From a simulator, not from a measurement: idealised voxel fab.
Module name: voxel capacitor over wiring (process module)
Section cut is 155 nm wide and gridded with 5 nm square cells.
Just so we're on the same page, the cross-sections are grids of square cells, and they're listed out in bands top to bottom, each band one or more rows deep.
Quick guide to a band line: top height, bottom height (nm) up front; then every material left to right with its width in nm. Only one material and it's marked "throughout"? Then it fills the band edge to edge. And "empty" just means empty space.
Measure heights from 0. That's the level where, below it, the as-received wafer is all one material. The lowest band is bottomless and extends downward; write it as in "top 0, no bottom".
Top row gets the first number, bottom row gets the second, and each row in between changes by the same step: that is how a band width like "30..40" works.
Key: "left unchanged" - step with no changed cell in the cross-section.
"Sealed void list": empty spaces of 8 cells or more with no open way to the top, each given as width x height at distance, distance from the left edge, all in nm.
Post-settings text on a step line: simulator's own remark regarding the step.
You can add "overlay nm" to a step's line. For a step with a mask, it describes how far the mask lay to the right of its planned position, and a negative number describes a lay to the left.

### The following list gives the planned process steps
1,RECEIVE [material Si]
2,CONFORMAL_DEP [material SiO2] [thk nm 15]
3,CONFORMAL_DEP [material SiCN] [thk nm 5]
4,DIRECTIONAL_DEP [material SiO2] [thk nm 15]
5,PATTERN [tone open] [mask id METAL_1] [material resist] [width nm 25] [pitch nm 90] [thk nm 20] [overlay nm 0]
6,DIRECTIONAL_ETCH [etch materials SiO2] [depth nm 15]
7,DIRECTIONAL_ETCH [etch materials SiCN] [depth nm 5]
8,STRIP [etch materials resist]
9,CONFORMAL_DEP [material TiN] [thk nm 5]
10,FILL_DEP [material Ru] [thk nm 10]
11,CMP [height nm 35]
12,CONFORMAL_DEP [material SiCN] [thk nm 5]
13,DIRECTIONAL_DEP [material SiO2] [thk nm 15]
14,DIRECTIONAL_DEP [material aC] [thk nm 10]
15,PATTERN [tone open] [mask id PLUG_1] [material resist] [width nm 15] [thk nm 25] [overlay nm 0]
16,DIRECTIONAL_ETCH [etch materials aC] [depth nm 10]
17,STRIP [etch materials resist]
18,DIRECTIONAL_ETCH [etch materials SiO2] [depth nm 15]
19,DIRECTIONAL_ETCH [etch materials SiCN] [depth nm 5]
20,STRIP [etch materials aC]
21,EPI [material Ru] [thk nm 10]
22,EPI [material Ru] [thk nm 10]
23,DIRECTIONAL_DEP [material TiN] [thk nm 10]
24,DIRECTIONAL_DEP [material HfO2] [thk nm 5]
25,DIRECTIONAL_DEP [material TiN] [thk nm 5]
26,PATTERN [tone cover] [mask id UPPER_PLATE] [material resist] [width nm 70] [thk nm 15] [overlay nm 0]
27,DIRECTIONAL_ETCH [etch materials TiN] [depth nm 5]
28,DIRECTIONAL_ETCH [etch materials HfO2] [depth nm 5]
29,STRIP [etch materials resist]
30,PATTERN [tone cover] [mask id LOWER_PLATE] [material resist] [width nm 80] [thk nm 20] [overlay nm 0]
31,DIRECTIONAL_ETCH [etch materials TiN] [depth nm 10]
32,STRIP [etch materials resist]
33,FILL_DEP [material SiO2] [thk nm 20]
34,CMP [height nm 90]
35,PATTERN [tone open] [mask id PLUG_2] [material resist] [width nm 15] [thk nm 20] [overlay nm 0]
36,DIRECTIONAL_ETCH [etch materials SiO2] [depth nm 15]
37,STRIP [etch materials resist]
38,CONFORMAL_DEP [material TiN] [thk nm 5]
39,FILL_DEP [material Ru] [thk nm 10]
40,CMP [height nm 90]
41,CONFORMAL_DEP [material SiCN] [thk nm 5]

### Wafer cross-section on receipt, i.e. after step 1
- top 0, no bottom  Si throughout
- Sealed void list: none

### First of two wafers: cross-section at end of module, run per plan
- top 95, bottom 90  SiCN throughout
- top 90, bottom 80  SiO2 40; TiN 5; Ru 5; TiN 5; SiO2 100
- top 80, bottom 70  SiO2 40..30; TiN 15..70; SiO2 100..55
- top 70, bottom 65  SiO2 30; HfO2 70; SiO2 55
- top 65, bottom 55  SiO2 25; TiN 80; SiO2 50
- top 55, bottom 40  SiO2 30; Ru 15; SiO2 110
- top 40, bottom 35  SiCN 30; Ru 15; SiCN 110
- top 35, bottom 20  SiO2 20; TiN 5; Ru 15; TiN 5; SiO2 65; TiN 5; Ru 15; TiN 5; SiO2 20
- top 20, bottom 15  SiCN 20; TiN 25; SiCN 65; TiN 25; SiCN 20
- top 15, bottom 0  SiO2 throughout
- top 0, no bottom  Si throughout
- Sealed void list: none

### Wafer two, sectioned after the module: the first wafer's start, the first wafer's plan, and one mistake in how it was run
- top 95, bottom 90  SiCN throughout
- top 90, bottom 80  SiO2 40; TiN 5; Ru 5; TiN 5; SiO2 100
- top 80, bottom 70  SiO2 40..45; TiN 15..55; SiO2 100..55
- top 70, bottom 65  SiO2 30; TiN 15; HfO2 55; SiO2 55
- top 65, bottom 60  SiO2 25; TiN 5; HfO2 15; TiN 60; SiO2 50
- top 60, bottom 55  SiO2 25; TiN 80; SiO2 50
- top 55, bottom 50  SiCN 30; TiN 15; SiCN 110
- top 50, bottom 35  SiO2 throughout
- top 35, bottom 20  SiO2 20; TiN 5; Ru 15; TiN 5; SiO2 65; TiN 5; Ru 15; TiN 5; SiO2 20
- top 20, bottom 15  SiCN 20; TiN 25; SiCN 65; TiN 25; SiCN 20
- top 15, bottom 0  SiO2 throughout
- top 0, no bottom  Si throughout
- Sealed void list: none
Short version of what went wrong: steps 12 and 13: order swapped relative to plan
Once processing is complete, comparing cell counts shows that the second wafer has more or fewer of certain materials than the first: 12 fewer of Ru | 12 more of SiO2
